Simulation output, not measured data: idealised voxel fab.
A process module follows: voxel tone inversion.
This is section cut - it's 230 nm across, gridded in 5 nm square cells.
When this document writes out a cross-section, it uses a grid of square cells and lists it as bands, beginning at the top and moving down, with a band standing for one or more rows of cells.
Band: top and bottom heights (nm) first, top before bottom; then materials from left to right, widths in nm. "everywhere" marks a sole material filling the band edge to edge. "blank" denotes empty space.
Heights are measured from 0, the level below which the as-received wafer is all one material; the lowest band has no bottom and continues downward, written as in "0 nm and below".
Read "30..40" as a graded width: first number on top, second number at the bottom, same change between each pair of neighbouring rows.
No cell of the cross-section changed in a step that is given as "no modifications".
You'll see "Enclosed cavity list" listing empty spaces that have no way open to the top, as long as they're 8 cells or more; the notation is width x height at distance, where the distance is from the left edge, and all of it is in nm.
Text after the settings on a step's line: the simulator's own remark on that step.
overlay nm: right-of-plan distance of the mask on a masked step; negative values mean left-of-plan.

-- Process steps foreseen in the plan
1. RECEIVE,material Si
2. CONFORMAL_DEP,material SiN,thk nm 5
3. DIRECTIONAL_DEP,material aC,thk nm 20
4. PATTERN,tone cover,mask id POSTS,material resist,width nm 25,pitch nm 45,thk nm 30,overlay nm 0
5. DIRECTIONAL_ETCH,etch materials aC,depth nm 20
6. STRIP,etch materials resist
7. FILL_DEP,material SiO2,thk nm 5
8. CMP,height nm 25
9. STRIP,etch materials aC

-- Cross-section of the wafer as it came to us, i.e., already through step 1
* 0 nm and below = Si everywhere
* Enclosed cavity list: none

-- End state of the module in cross-section, given the above starting point and plan and one mistake in execution
* 25 nm to 5 nm = SiO2 85 nm / blank 25 nm / SiO2 20 nm / blank 25 nm / SiO2 75 nm
* 5 nm to 0 nm = SiN everywhere
* 0 nm and below = Si everywhere
* Enclosed cavity list: none
Plan not followed: off-plan run, step 4, actual operation and settings PATTERN,tone cover,mask id POSTS,material resist,width nm 25,pitch nm 45,thk nm 30,overlay nm 5
